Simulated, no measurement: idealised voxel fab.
Process module, titled voxel lift off
Section cut is 195 nm wide and gridded with 5 nm square cells.
How to read a cross-section here: the picture is a grid of square cells, written as bands going from the top down, and any band can span one or more rows of cells. The band entry comprises the height of the band's top followed by the height of its bottom, expressed in nm, and subsequently the band's materials from left to right, each stated together with its width in nm. Where a single material is marked with the word "edge to edge", that material fills the band from edge to edge. The word "air" represents empty space. Measure heights from 0. That's the level where, below it, the as-received wafer is all one material. The lowest band is bottomless and extends downward; write it as in "0..down". Width spec "30->40" -> top row of cells at first value, bottom row at second value, equal per-row change in between. For the purposes of this document, the phrase "nothing altered" attached to a step denotes that no cell within the cross-section was modified by that step. Look at "Catalogued sealed voids" for the closed voids: empty spaces with no open path to the top, sized 8 cells or up. Each is width x height at distance, distance from the left edge, all nm. Read whatever lies past the settings on a step's line as the simulator's own remark about the step. The "overlay nm" setting may appear on a step's line; for a step that uses a mask, it gives how far to the right of its planned position the mask lay, and a negative value indicates the left.

-- List of planned process steps
1: RECEIVE, material Si
2: CONFORMAL_DEP, material Al2O3, thk nm 15
3: PATTERN, tone open, mask id LINES, material resist, width nm 15, pitch nm 45, thk nm 30, overlay nm 0
4: DIRECTIONAL_DEP, material Ru, thk nm 15
5: STRIP, etch materials resist
6: CONFORMAL_DEP, material SiN, thk nm 5

-- This is the cross-section of the wafer as we received it, i.e. after step 1
0..down = Si edge to edge
Catalogued sealed voids: none

-- Module complete - cross-section of the first of two wafers, run according to plan
35..30 = air: 15, SiN: 25, air: 20, SiN: 25, air: 20, SiN: 25, air: 20, SiN: 25, air: 20
30..20 = air: 15, SiN: 5, Ru: 15, SiN: 5, air: 20, SiN: 5, Ru: 15, SiN: 5, air: 20, SiN: 5, Ru: 15, SiN: 5, air: 20, SiN: 5, Ru: 15, SiN: 5, air: 20
20..15 = SiN: 20, Ru: 15, SiN: 30, Ru: 15, SiN: 30, Ru: 15, SiN: 30, Ru: 15, SiN: 25
15..0 = Al2O3 edge to edge
0..down = Si edge to edge
Catalogued sealed voids: none

-- End of module, second wafer, cross-section. Started like the first, planned like the first, run with one mistake
35..30 = SiN: 25, air: 5, SiN: 40, air: 5, SiN: 40, air: 5, SiN: 40, air: 5, SiN: 30
30..20 = Ru: 20, SiN: 5, air: 5, SiN: 5, Ru: 30, SiN: 5, air: 5, SiN: 5, Ru: 30, SiN: 5, air: 5, SiN: 5, Ru: 30, SiN: 5, air: 5, SiN: 5, Ru: 25
20..15 = Ru: 20, SiN: 15, Ru: 30, SiN: 15, Ru: 30, SiN: 15, Ru: 30, SiN: 15, Ru: 25
15..0 = Al2O3 edge to edge
0..down = Si edge to edge
Catalogued sealed voids: none
Error vs. plan: not per plan at step 3, really ran PATTERN, tone cover, mask id LINES, material resist, width nm 15, pitch nm 45, thk nm 30, overlay nm 0
at the end the second wafer has, in cells: 45 more of Ru
